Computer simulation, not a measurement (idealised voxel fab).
Name of the process module below: voxel spacer lines
The cross-section on display is named cut; it measures 200 nm wide, and its cells are 5 nm squares.
A cross-section in this document is a grid of square cells, and it is written down as bands, the top band listed before the ones below it; a band is made up of one or more rows of cells. For a band, the entry starts with two heights in nm, that of the top and then that of the bottom, and carries on with the band's materials in order from left to right, each alongside its width in nm; the word "edge to edge" beside a single material means it fills the band edge to edge, and "blank" means empty space. Beneath 0, the wafer as received is one material, and that level is where height counting begins. The lowest band goes on downward without a bottom; it is written like "top 0, no bottom". So if you see something like "30->40" for the width, read it as the top row of the band sitting at the first number and the bottom row at the second, with every row in between moving by the same amount as the last. "remains unaltered" -> step changed no cross-section cell. So "Closed void inventory" is basically the list of trapped voids: any empty space of 8 cells or more that can't reach the top through an opening. They're written width x height at distance, the distance being from the left edge, and it's all nm. after a step's settings: what the simulator itself notes on the step. overlay nm: mask offset rightward from planned place, masked step; negative means leftward offset.

[Steps planned for the process]
- 1: RECEIVE with material Si
- 2: CONFORMAL_DEP with material Al2O3, thk nm 10
- 3: DIRECTIONAL_DEP with material TiN, thk nm 15
- 4: DIRECTIONAL_DEP with material aC, thk nm 20
- 5: PATTERN with tone cover, mask id MANDREL, material resist, width nm 25, pitch nm 70, thk nm 25, overlay nm 0
- 6: DIRECTIONAL_ETCH with etch materials aC, depth nm 20
- 7: STRIP with etch materials resist
- 8: CONFORMAL_DEP with material SiO2, thk nm 10
- 9: DIRECTIONAL_ETCH with etch materials SiO2, depth nm 10
- 10: STRIP with etch materials aC
- 11: DIRECTIONAL_ETCH with etch materials TiN, depth nm 15
- 12: STRIP with etch materials SiO2

[As-received state of the wafer in cross-section, equivalent to post-step 1]
* top 0, no bottom  Si edge to edge
* Closed void inventory: none

[Cross-sectional result after module completion. Note: starting condition and plan are unchanged from above; one processing mistake was made]
* top 40, bottom 25  5 blank  10 TiN  25 blank  10 TiN  25 blank  10 TiN  25 blank  10 TiN  25 blank  10 TiN  25 blank  10 TiN  10 blank
* top 25, bottom 10  TiN edge to edge
* top 10, bottom 0  Al2O3 edge to edge
* top 0, no bottom  Si edge to edge
* Closed void inventory: none
Plan not followed: plan step 3 ran twice
